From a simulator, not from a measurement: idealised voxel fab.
Process module in this document: voxel fin reveal
We display cut, a cross-section 295 nm in width whose square cells are each 5 nm.
A cross-section is written here as square cells arranged in a grid, and it is given in bands from the top down, each band taking up one or more rows of cells. A band entry consists of two parts. The first gives the height of the band's top and the height of its bottom, in nm. The rest lists the band's materials from left to right, each with its width in nm. A single material labelled with the word "throughout" fills the band from edge to edge, and the word "empty" marks empty space. Height is counted from the level 0, under which the received wafer is composed throughout of one material. The lowest of the bands is not closed at the bottom but continues downward, in the notation "0 -> down". Graded width ("30->40"): value in top row of band = first number; value in bottom row = second number; row-to-row change constant. No cell of the cross-section changed in a step that is given as "no change". If an empty space has no open way to the top and is at least 8 cells in size, "Enclosed void list" lists it, written width x height at distance, where distance is measured from the left edge and every value is in nm. On each step's line, the part that comes after the settings is the simulator's own comment on the step. The optional step-line setting "overlay nm" applies to steps with a mask and quantifies how far to the right of its planned location the mask lay, a negative value indicating leftward placement.

# These are the steps we planned for the process
1. RECEIVE [material Si]
2. CONFORMAL_DEP [material SiN] [thk nm 5]
3. MASKED_ETCH [tone cover] [mask id FINS] [width nm 15] [pitch nm 45] [etch materials SiN] [depth nm 5] [overlay nm 0]
4. MASKED_ETCH [tone cover] [mask id FINS] [width nm 15] [pitch nm 45] [etch materials Si] [depth nm 30] [overlay nm 0]
5. OXIDIZE [depth nm 5]
6. FILL_DEP [material SiO2] [thk nm 5]
7. CMP [height nm 5]
8. SELECTIVE_ETCH [etch materials SiO2] [depth nm 25]
9. STRIP [etch materials SiN]

# Cross-sectional view of the wafer in its as-received condition, corresponding to the state after step 1
    0 -> down | Si throughout
    Enclosed void list: none

# Starting structure and process plan are as shown above, but one mistake was made in running the module; the wafer cross-section at the end of the module follows
    5 -> 0 | empty 95, SiN 15, empty 30, SiN 15, empty 30, SiN 15, empty 95
    0 -> -20 | empty 100, Si 5, empty 40, Si 5, empty 40, Si 5, empty 100
    -20 -> -35 | SiO2 100, Si 5, SiO2 40, Si 5, SiO2 40, Si 5, SiO2 100
    -35 -> down | Si throughout
    Enclosed void list: none
It is concluded that the wafer was processed incorrectly with respect to the plan, in that plan step 9 never ran because it was skipped
